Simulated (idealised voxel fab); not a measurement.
Process module name: voxel wiring stack
Shown is cross-section cut, with a width of 250 nm and square cells of size 5 nm.
Heads up, the way a cross-section reads in here is a grid of square cells, handed over as bands from the top down, with every band being one or more rows of cells. First you get the band's top height and its bottom height, in nm, and then the materials it's made of, left to right, with each width in nm. If you see a single material with "full width", that one covers the band edge to edge. "blank" is empty space. The reference from which all heights are counted is 0, the level beneath which the as-received wafer is entirely one material; the lowest band, having no lower bound, proceeds downward and is written after the example "top 0, no bottom". Read "30 to 40" as a graded width: first number on top, second number at the bottom, same change between each pair of neighbouring rows. "no alteration" after a step means that no cell of the cross-section changed. "Encapsulated voids" enumerates empty spaces isolated from the top, with no open way to it, that contain at least 8 cells, giving each as width x height at distance from the left edge, all three in nm. Anything after a step's settings on that line? It's the simulator's own note about the step. overlay nm: right-of-plan distance of the mask on a masked step; negative values mean left-of-plan.
### The following list gives the planned process steps
1. op RECEIVE | material Si
2. op CONFORMAL_DEP | material SiO2 | thk nm 10
3. op CONFORMAL_DEP | material SiN | thk nm 5
4. op DIRECTIONAL_DEP | material lowk | thk nm 20
5. op DIRECTIONAL_DEP | material aC | thk nm 15
6. op PATTERN | tone open | mask id METAL_1 | material resist | width nm 25 | pitch nm 50 | thk nm 30 | overlay nm 0
7. op DIRECTIONAL_ETCH | etch materials aC | depth nm 15
8. op STRIP | etch materials resist
9. op DIRECTIONAL_ETCH | etch materials lowk | depth nm 20
10. op DIRECTIONAL_ETCH | etch materials SiN | depth nm 5
11. op STRIP | etch materials aC
12. op CONFORMAL_DEP | material TiN | thk nm 5
13. op FILL_DEP | material Cu | thk nm 5
14. op CMP | height nm 35
15. op CONFORMAL_DEP | material SiCN | thk nm 5
16. op DIRECTIONAL_DEP | material lowk | thk nm 15
17. op DIRECTIONAL_DEP | material aC | thk nm 15
18. op PATTERN | tone open | mask id METAL_2_HOLES | material resist | width nm 15 | pitch nm 100 | thk nm 35 | overlay nm 0
19. op DIRECTIONAL_ETCH | etch materials aC | depth nm 15
20. op STRIP | etch materials resist
21. op DIRECTIONAL_ETCH | etch materials lowk | depth nm 25
22. op STRIP | etch materials aC
23. op PATTERN | tone open | mask id METAL_2 | material resist | width nm 25 | pitch nm 50 | thk nm 15 | overlay nm 0
24. op DIRECTIONAL_ETCH | etch materials lowk | depth nm 15
25. op DIRECTIONAL_ETCH | etch materials SiCN | depth nm 5
26. op STRIP | etch materials resist
27. op CONFORMAL_DEP | material TiN | thk nm 5
28. op FILL_DEP | material Ru | thk nm 5
29. op CMP | height nm 65
30. op CONFORMAL_DEP | material SiCN | thk nm 5
31. op DIRECTIONAL_DEP | material lowk | thk nm 35
32. op DIRECTIONAL_DEP | material aC | thk nm 15
33. op PATTERN | tone open | mask id METAL_3 | material resist | width nm 25 | pitch nm 50 | thk nm 30 | overlay nm 0
34. op DIRECTIONAL_ETCH | etch materials aC | depth nm 15
35. op STRIP | etch materials resist
36. op DIRECTIONAL_ETCH | etch materials lowk | depth nm 20
37. op STRIP | etch materials aC
38. op MASKED_ETCH | tone open | mask id METAL_3_HOLES | width nm 15 | pitch nm 100 | etch materials lowk | depth nm 15 | overlay nm 0
39. op MASKED_ETCH | tone open | mask id METAL_3_HOLES | width nm 15 | pitch nm 100 | etch materials SiCN | depth nm 5 | overlay nm 0
40. op CONFORMAL_DEP | material TiN | thk nm 5
41. op FILL_DEP | material Cu | thk nm 10
42. op CMP | height nm 105
43. op CONFORMAL_DEP | material SiCN | thk nm 5
44. op DIRECTIONAL_DEP | material SiO2 | thk nm 35
45. op PATTERN | tone open | mask id METAL_4 | material resist | width nm 25 | pitch nm 50 | thk nm 20 | overlay nm 0
46. op DIRECTIONAL_ETCH | etch materials SiO2 | depth nm 20
47. op STRIP | etch materials resist
48. op MASKED_ETCH | tone open | mask id METAL_4_HOLES | width nm 15 | pitch nm 50 | etch materials SiO2 | depth nm 15 | overlay nm 0
49. op MASKED_ETCH | tone open | mask id METAL_4_HOLES | width nm 15 | pitch nm 50 | etch materials SiCN | depth nm 5 | overlay nm 0
50. op CONFORMAL_DEP | material TiN | thk nm 5
51. op FILL_DEP | material Cu | thk nm 10
52. op CMP | height nm 145
53. op CONFORMAL_DEP | material SiCN | thk nm 5
All wafers enter the flow in the same state. The thk nm at step 16 differs from wafer to wafer, and the plan gives the value for the first wafer.
### As received, i.e. after step 1: cross-section through the first of several wafers
    top 0, no bottom = Si full width
    Encapsulated voids: none
### Depicted here is the first of several wafers in cross-section, at module completion following the last step, step 53
    top 150, bottom 145 = SiCN full width
    top 145, bottom 130 = SiO2: 35 / TiN: 5 / Cu: 15 / TiN: 5 / SiO2: 25 / TiN: 5 / Cu: 15 / TiN: 5 / SiO2: 25 / TiN: 5 / Cu: 15 / TiN: 5 / SiO2: 25 / TiN: 5 / Cu: 15 / TiN: 5 / SiO2: 40
    top 130, bottom 125 = SiO2: 35 / TiN: 5 / Cu: 5 / TiN: 15 / SiO2: 25 / TiN: 5 / Cu: 5 / TiN: 15 / SiO2: 25 / TiN: 5 / Cu: 5 / TiN: 15 / SiO2: 25 / TiN: 5 / Cu: 5 / TiN: 15 / SiO2: 40
    top 125, bottom 110 = SiO2: 35 / TiN: 5 / Cu: 5 / TiN: 5 / SiO2: 35 / TiN: 5 / Cu: 5 / TiN: 5 / SiO2: 35 / TiN: 5 / Cu: 5 / TiN: 5 / SiO2: 35 / TiN: 5 / Cu: 5 / TiN: 5 / SiO2: 50
    top 110, bottom 105 = SiCN: 35 / TiN: 15 / SiCN: 35 / TiN: 15 / SiCN: 35 / TiN: 15 / SiCN: 35 / TiN: 15 / SiCN: 50
    top 105, bottom 90 = lowk: 35 / TiN: 5 / Cu: 15 / TiN: 5 / lowk: 25 / TiN: 5 / Cu: 15 / TiN: 5 / lowk: 25 / TiN: 5 / Cu: 15 / TiN: 5 / lowk: 25 / TiN: 5 / Cu: 15 / TiN: 5 / lowk: 40
    top 90, bottom 85 = lowk: 35 / TiN: 5 / Cu: 5 / TiN: 15 / lowk: 25 / TiN: 25 / lowk: 25 / TiN: 5 / Cu: 5 / TiN: 15 / lowk: 25 / TiN: 25 / lowk: 40
    top 85, bottom 70 = lowk: 35 / TiN: 5 / Cu: 5 / TiN: 5 / lowk: 85 / TiN: 5 / Cu: 5 / TiN: 5 / lowk: 100
    top 70, bottom 65 = SiCN: 35 / TiN: 15 / SiCN: 85 / TiN: 15 / SiCN: 100
    top 65, bottom 60 = Ru full width
    top 60, bottom 55 = TiN: 40 / Ru: 15 / TiN: 35 / Ru: 15 / TiN: 35 / Ru: 15 / TiN: 35 / Ru: 15 / TiN: 45
    top 55, bottom 40 = lowk: 35 / TiN: 5 / Ru: 15 / TiN: 5 / lowk: 25 / TiN: 5 / Ru: 15 / TiN: 5 / lowk: 25 / TiN: 5 / Ru: 15 / TiN: 5 / lowk: 25 / TiN: 5 / Ru: 15 / TiN: 5 / lowk: 40
    top 40, bottom 35 = SiCN: 35 / TiN: 25 / SiCN: 25 / TiN: 25 / SiCN: 25 / TiN: 25 / SiCN: 25 / TiN: 25 / SiCN: 40
    top 35, bottom 15 = lowk: 35 / TiN: 5 / Cu: 15 / TiN: 5 / lowk: 25 / TiN: 5 / Cu: 15 / TiN: 5 / lowk: 25 / TiN: 5 / Cu: 15 / TiN: 5 / lowk: 25 / TiN: 5 / Cu: 15 / TiN: 5 / lowk: 40
    top 15, bottom 10 = SiN: 35 / TiN: 25 / SiN: 25 / TiN: 25 / SiN: 25 / TiN: 25 / SiN: 25 / TiN: 25 / SiN: 40
    top 10, bottom 0 = SiO2 full width
    top 0, no bottom = Si full width
    Encapsulated voids: none
### End of module: cross-section, last of several wafers
    top 150, bottom 145 = SiCN full width
    top 145, bottom 130 = SiO2: 35 / TiN: 5 / Cu: 15 / TiN: 5 / SiO2: 25 / TiN: 5 / Cu: 15 / TiN: 5 / SiO2: 25 / TiN: 5 / Cu: 15 / TiN: 5 / SiO2: 25 / TiN: 5 / Cu: 15 / TiN: 5 / SiO2: 40
    top 130, bottom 125 = SiO2: 35 / TiN: 5 / Cu: 5 / TiN: 15 / SiO2: 25 / TiN: 5 / Cu: 5 / TiN: 15 / SiO2: 25 / TiN: 5 / Cu: 5 / TiN: 15 / SiO2: 25 / TiN: 5 / Cu: 5 / TiN: 15 / SiO2: 40
    top 125, bottom 110 = SiO2: 35 / TiN: 5 / Cu: 5 / TiN: 5 / SiO2: 35 / TiN: 5 / Cu: 5 / TiN: 5 / SiO2: 35 / TiN: 5 / Cu: 5 / TiN: 5 / SiO2: 35 / TiN: 5 / Cu: 5 / TiN: 5 / SiO2: 50
    top 110, bottom 105 = SiCN: 35 / TiN: 15 / SiCN: 35 / TiN: 15 / SiCN: 35 / TiN: 15 / SiCN: 35 / TiN: 15 / SiCN: 50
    top 105, bottom 90 = lowk: 35 / TiN: 5 / Cu: 15 / TiN: 5 / lowk: 25 / TiN: 5 / Cu: 15 / TiN: 5 / lowk: 25 / TiN: 5 / Cu: 15 / TiN: 5 / lowk: 25 / TiN: 5 / Cu: 15 / TiN: 5 / lowk: 40
    top 90, bottom 85 = lowk: 35 / TiN: 5 / Cu: 5 / TiN: 15 / lowk: 25 / TiN: 25 / lowk: 25 / TiN: 5 / Cu: 5 / TiN: 15 / lowk: 25 / TiN: 25 / lowk: 40
    top 85, bottom 70 = lowk: 35 / TiN: 5 / Cu: 5 / TiN: 5 / lowk: 85 / TiN: 5 / Cu: 5 / TiN: 5 / lowk: 100
    top 70, bottom 65 = SiCN: 35 / TiN: 15 / SiCN: 85 / TiN: 15 / SiCN: 100
    top 65, bottom 40 = lowk: 35 / TiN: 5 / Ru: 5 / TiN: 5 / lowk: 85 / TiN: 5 / Ru: 5 / TiN: 5 / lowk: 100
    top 40, bottom 35 = SiCN: 35 / TiN: 15 / SiCN: 85 / TiN: 15 / SiCN: 100
    top 35, bottom 15 = lowk: 35 / TiN: 5 / Cu: 15 / TiN: 5 / lowk: 25 / TiN: 5 / Cu: 15 / TiN: 5 / lowk: 25 / TiN: 5 / Cu: 15 / TiN: 5 / lowk: 25 / TiN: 5 / Cu: 15 / TiN: 5 / lowk: 40
    top 15, bottom 10 = SiN: 35 / TiN: 25 / SiN: 25 / TiN: 25 / SiN: 25 / TiN: 25 / SiN: 25 / TiN: 25 / SiN: 40
    top 10, bottom 0 = SiO2 full width
    top 0, no bottom = Si full width
    Encapsulated voids: none
### Rows = wafers. At module end, each row lists per material the cells gained (+) or lost (-) since the wafer was received, then the closed voids
thk nm 15 | +144 Cu | +98 Ru | +162 SiCN | +30 SiN | +334 SiO2 | +270 TiN | +462 lowk | Encapsulated voids: none
thk nm 20 | +144 Cu | +40 Ru | +176 SiCN | +30 SiN | +334 SiO2 | +270 TiN | +506 lowk | Encapsulated voids: none
thk nm 25 | +144 Cu | +30 Ru | +176 SiCN | +30 SiN | +334 SiO2 | +236 TiN | +550 lowk | Encapsulated voids: none
thk nm 30 | +144 Cu | +20 Ru | +176 SiCN | +30 SiN | +334 SiO2 | +232 TiN | +564 lowk | Encapsulated voids: none
thk nm 35 | +144 Cu | +10 Ru | +176 SiCN | +30 SiN | +334 SiO2 | +228 TiN | +578 lowk | Encapsulated voids: none
thk nm 40 | +144 Cu | +10 Ru | +176 SiCN | +30 SiN | +334 SiO2 | +214 TiN | +592 lowk | Encapsulated voids: none
